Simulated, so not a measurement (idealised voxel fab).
Title: Process Module voxel gate over fins
Cross-section cut spans 250 nm and uses square cells 5 nm in size.
In this document a cross-section is written as a grid of square cells. It is given as a series of bands, listed from the top down, and a band is one or more rows of cells.
Heads up on the band format: heights come first, top then bottom, in nm. After that it's the materials left to right, each with its width in nm. A single material flagged "all across" fills the whole band edge to edge, and "air" means there's empty space there.
The reference from which all heights are counted is 0, the level beneath which the as-received wafer is entirely one material; the lowest band, having no lower bound, proceeds downward and is written after the example "0 nm and below".
A width such as "30->40" changes by the same amount from each row of cells to the next, from the band's top row to its bottom row.
Key: "nothing got changed" - step with no changed cell in the cross-section.
What "Closed void list" gives you is every empty space of 8 cells or more that is cut off from the top. Each appears as width x height at distance, with the distance taken from the left edge and width, height and distance all in nm.
Post-settings text on a step line: simulator's own remark regarding the step.
overlay nm: mask right of planned place by this much (step with mask). Neg. = left.
**Process steps (planned)**
| 1 | RECEIVE | material Si |
| 2 | CONFORMAL_DEP | material SiN | thk nm 5 |
| 3 | PATTERN | tone cover | mask id FINS | material resist | width nm 15 | pitch nm 40 | thk nm 15 | overlay nm 0 |
| 4 | DIRECTIONAL_ETCH | etch materials SiN | depth nm 5 |
| 5 | DIRECTIONAL_ETCH | etch materials Si | depth nm 35 |
| 6 | STRIP | etch materials resist |
| 7 | FILL_DEP | material SiO2 | thk nm 15 |
| 8 | CMP | height nm 5 |
| 9 | SELECTIVE_ETCH | etch materials SiO2 | depth nm 15 |
| 10 | STRIP | etch materials SiN |
| 11 | CONFORMAL_DEP | material HfO2 | thk nm 5 |
| 12 | CONFORMAL_DEP | material TiN | thk nm 5 |
| 13 | CONFORMAL_DEP | material TiAl | thk nm 5 |
| 14 | CONFORMAL_DEP | material TiN | thk nm 5 |
| 15 | FILL_DEP | material W | thk nm 10 |
| 16 | CMP | height nm 25 |
| 17 | CONFORMAL_DEP | material SiN | thk nm 10 |
**First of two wafers: run as planned**
**As-received wafer cross-section (after step 1)**
	0 nm and below = Si all across
	Closed void list: none
**After step 2, in cross-section**
	5 nm to 0 nm = SiN all across
	Beneath the level 0, the cross-section is identical to its previous state.
**After step 3, in cross-section**
	20 nm to 5 nm = air=55; resist=15; air=25; resist=15; air=25; resist=15; air=25; resist=15; air=60
	Beneath the level 5, the cross-section is identical to its previous state.
**After step 4, in cross-section**
	20 nm to 5 nm = air=55; resist=15; air=25; resist=15; air=25; resist=15; air=25; resist=15; air=60
	5 nm to 0 nm = air=55; SiN=15; air=25; SiN=15; air=25; SiN=15; air=25; SiN=15; air=60
	Beneath the level 0, the cross-section is identical to its previous state.
**After step 5, in cross-section**
	20 nm to 5 nm = air=55; resist=15; air=25; resist=15; air=25; resist=15; air=25; resist=15; air=60
	5 nm to 0 nm = air=55; SiN=15; air=25; SiN=15; air=25; SiN=15; air=25; SiN=15; air=60
	0 nm to -35 nm = air=55; Si=15; air=25; Si=15; air=25; Si=15; air=25; Si=15; air=60
	Beneath the level -35, the cross-section is identical to its previous state.
**After step 6, in cross-section**
	5 nm to 0 nm = air=55; SiN=15; air=25; SiN=15; air=25; SiN=15; air=25; SiN=15; air=60
	Beneath the level 0, the cross-section is identical to its previous state.
**After step 7, in cross-section**
	20 nm to 5 nm = SiO2 all across
	5 nm to 0 nm = SiO2=55; SiN=15; SiO2=25; SiN=15; SiO2=25; SiN=15; SiO2=25; SiN=15; SiO2=60
	0 nm to -35 nm = SiO2=55; Si=15; SiO2=25; Si=15; SiO2=25; Si=15; SiO2=25; Si=15; SiO2=60
	Beneath the level -35, the cross-section is identical to its previous state.
**After step 8, in cross-section**
	5 nm to 0 nm = SiO2=55; SiN=15; SiO2=25; SiN=15; SiO2=25; SiN=15; SiO2=25; SiN=15; SiO2=60
	Beneath the level 0, the cross-section is identical to its previous state.
**After step 9, in cross-section**
	5 nm to 0 nm = air=55; SiN=15; air=25; SiN=15; air=25; SiN=15; air=25; SiN=15; air=60
	0 nm to -10 nm = air=55; Si=15; air=25; Si=15; air=25; Si=15; air=25; Si=15; air=60
	Beneath the level -10, the cross-section is identical to its previous state.
**After step 10, in cross-section**
	0 nm to -10 nm = air=55; Si=15; air=25; Si=15; air=25; Si=15; air=25; Si=15; air=60
	Beneath the level -10, the cross-section is identical to its previous state.
**After step 11, in cross-section**
	5 nm to 0 nm = air=50; HfO2=25; air=15; HfO2=25; air=15; HfO2=25; air=15; HfO2=25; air=55
	0 nm to -5 nm = air=50; HfO2=5; Si=15; HfO2=5; air=15; HfO2=5; Si=15; HfO2=5; air=15; HfO2=5; Si=15; HfO2=5; air=15; HfO2=5; Si=15; HfO2=5; air=55
	-5 nm to -10 nm = HfO2=55; Si=15; HfO2=25; Si=15; HfO2=25; Si=15; HfO2=25; Si=15; HfO2=60
	Beneath the level -10, the cross-section is identical to its previous state.
**After step 12, in cross-section**
	10 nm to 5 nm = air=45; TiN=35; air=5; TiN=35; air=5; TiN=35; air=5; TiN=35; air=50
	5 nm to 0 nm = air=45; TiN=5; HfO2=25; TiN=5; air=5; TiN=5; HfO2=25; TiN=5; air=5; TiN=5; HfO2=25; TiN=5; air=5; TiN=5; HfO2=25; TiN=5; air=50
	0 nm to -5 nm = TiN=50; HfO2=5; Si=15; HfO2=5; TiN=15; HfO2=5; Si=15; HfO2=5; TiN=15; HfO2=5; Si=15; HfO2=5; TiN=15; HfO2=5; Si=15; HfO2=5; TiN=55
	Beneath the level -5, the cross-section is identical to its previous state.
**After step 13, in cross-section**
	15 nm to 10 nm = air=40; TiAl=165; air=45
	10 nm to 5 nm = air=40; TiAl=5; TiN=35; TiAl=5; TiN=35; TiAl=5; TiN=35; TiAl=5; TiN=35; TiAl=5; air=45
	5 nm to 0 nm = TiAl=45; TiN=5; HfO2=25; TiN=5; TiAl=5; TiN=5; HfO2=25; TiN=5; TiAl=5; TiN=5; HfO2=25; TiN=5; TiAl=5; TiN=5; HfO2=25; TiN=5; TiAl=50
	Beneath the level 0, the cross-section is identical to its previous state.
**After step 14, in cross-section**
	20 nm to 15 nm = air=35; TiN=175; air=40
	15 nm to 10 nm = air=35; TiN=5; TiAl=165; TiN=5; air=40
	10 nm to 5 nm = TiN=40; TiAl=5; TiN=35; TiAl=5; TiN=35; TiAl=5; TiN=35; TiAl=5; TiN=35; TiAl=5; TiN=45
	Beneath the level 5, the cross-section is identical to its previous state.
**After step 15, in cross-section**
	30 nm to 20 nm = W all across
	20 nm to 15 nm = W=35; TiN=175; W=40
	15 nm to 10 nm = W=35; TiN=5; TiAl=165; TiN=5; W=40
	Beneath the level 10, the cross-section is identical to its previous state.
**After step 16, in cross-section**
	25 nm to 20 nm = W all across
	Beneath the level 20, the cross-section is identical to its previous state.
**After step 17, in cross-section**
	35 nm to 25 nm = SiN all across
	Beneath the level 25, the cross-section is identical to its previous state.
**Okay, second wafer. Nothing different at the start, nothing different in the plan, just one mistake somewhere in the running. As far as step 4, counting that step, it's the first wafer all over again**
**Cross-section of the second wafer at the time step 5 of the plan should have ended**
	20 nm to 5 nm = air=55; resist=15; air=25; resist=15; air=25; resist=15; air=25; resist=15; air=60
	5 nm to 0 nm = air=55; SiN=15; air=25; SiN=15; air=25; SiN=15; air=25; SiN=15; air=60
	0 nm to -40 nm = air=55; Si=15; air=25; Si=15; air=25; Si=15; air=25; Si=15; air=60
	Beneath the level -40, the cross-section is identical to its previous state.
**Cross-section of the second wafer at the time step 6 of the plan should have ended**
	5 nm to 0 nm = air=55; SiN=15; air=25; SiN=15; air=25; SiN=15; air=25; SiN=15; air=60
	Beneath the level 0, the cross-section is identical to its previous state.
**Cross-section of the second wafer at the time step 7 of the plan should have ended**
	20 nm to 5 nm = SiO2 all across
	5 nm to 0 nm = SiO2=55; SiN=15; SiO2=25; SiN=15; SiO2=25; SiN=15; SiO2=25; SiN=15; SiO2=60
	0 nm to -40 nm = SiO2=55; Si=15; SiO2=25; Si=15; SiO2=25; Si=15; SiO2=25; Si=15; SiO2=60
	Beneath the level -40, the cross-section is identical to its previous state.
**Cross-section of the second wafer at the time step 8 of the plan should have ended**
	5 nm to 0 nm = SiO2=55; SiN=15; SiO2=25; SiN=15; SiO2=25; SiN=15; SiO2=25; SiN=15; SiO2=60
	Beneath the level 0, the cross-section is identical to its previous state.
**Cross-section of the second wafer at the time step 9 of the plan should have ended**
	5 nm to 0 nm = air=55; SiN=15; air=25; SiN=15; air=25; SiN=15; air=25; SiN=15; air=60
	0 nm to -10 nm = air=55; Si=15; air=25; Si=15; air=25; Si=15; air=25; Si=15; air=60
	Beneath the level -10, the cross-section is identical to its previous state.
**Cross-section of the second wafer at the time step 10 of the plan should have ended**
	0 nm to -10 nm = air=55; Si=15; air=25; Si=15; air=25; Si=15; air=25; Si=15; air=60
	Beneath the level -10, the cross-section is identical to its previous state.
**Cross-section of the second wafer at the time step 11 of the plan should have ended**
	5 nm to 0 nm = air=50; HfO2=25; air=15; HfO2=25; air=15; HfO2=25; air=15; HfO2=25; air=55
	0 nm to -5 nm = air=50; HfO2=5; Si=15; HfO2=5; air=15; HfO2=5; Si=15; HfO2=5; air=15; HfO2=5; Si=15; HfO2=5; air=15; HfO2=5; Si=15; HfO2=5; air=55
	-5 nm to -10 nm = HfO2=55; Si=15; HfO2=25; Si=15; HfO2=25; Si=15; HfO2=25; Si=15; HfO2=60
	Beneath the level -10, the cross-section is identical to its previous state.
**Cross-section of the second wafer at the time step 12 of the plan should have ended**
	10 nm to 5 nm = air=45; TiN=35; air=5; TiN=35; air=5; TiN=35; air=5; TiN=35; air=50
	5 nm to 0 nm = air=45; TiN=5; HfO2=25; TiN=5; air=5; TiN=5; HfO2=25; TiN=5; air=5; TiN=5; HfO2=25; TiN=5; air=5; TiN=5; HfO2=25; TiN=5; air=50
	0 nm to -5 nm = TiN=50; HfO2=5; Si=15; HfO2=5; TiN=15; HfO2=5; Si=15; HfO2=5; TiN=15; HfO2=5; Si=15; HfO2=5; TiN=15; HfO2=5; Si=15; HfO2=5; TiN=55
	Beneath the level -5, the cross-section is identical to its previous state.
**Cross-section of the second wafer at the time step 13 of the plan should have ended**
	15 nm to 10 nm = air=40; TiAl=165; air=45
	10 nm to 5 nm = air=40; TiAl=5; TiN=35; TiAl=5; TiN=35; TiAl=5; TiN=35; TiAl=5; TiN=35; TiAl=5; air=45
	5 nm to 0 nm = TiAl=45; TiN=5; HfO2=25; TiN=5; TiAl=5; TiN=5; HfO2=25; TiN=5; TiAl=5; TiN=5; HfO2=25; TiN=5; TiAl=5; TiN=5; HfO2=25; TiN=5; TiAl=50
	Beneath the level 0, the cross-section is identical to its previous state.
**Cross-section of the second wafer at the time step 14 of the plan should have ended**
	20 nm to 15 nm = air=35; TiN=175; air=40
	15 nm to 10 nm = air=35; TiN=5; TiAl=165; TiN=5; air=40
	10 nm to 5 nm = TiN=40; TiAl=5; TiN=35; TiAl=5; TiN=35; TiAl=5; TiN=35; TiAl=5; TiN=35; TiAl=5; TiN=45
	Beneath the level 5, the cross-section is identical to its previous state.
**Cross-section of the second wafer at the time step 15 of the plan should have ended**
	30 nm to 20 nm = W all across
	20 nm to 15 nm = W=35; TiN=175; W=40
	15 nm to 10 nm = W=35; TiN=5; TiAl=165; TiN=5; W=40
	Beneath the level 10, the cross-section is identical to its previous state.
**Cross-section of the second wafer at the time step 16 of the plan should have ended**
	25 nm to 20 nm = W all across
	Beneath the level 20, the cross-section is identical to its previous state.
**Cross-section of the second wafer at the time step 17 of the plan should have ended**
	35 nm to 25 nm = SiN all across
	Beneath the level 25, the cross-section is identical to its previous state.
What broke from the plan during processing? it should be noted that step 5 was executed with settings other than those planned, the operation and settings actually applied being DIRECTIONAL_ETCH | etch materials Si | depth nm 40
Final tally in cells, some materials are higher or lower on the second wafer than on the first: Si -38, SiO2 +38
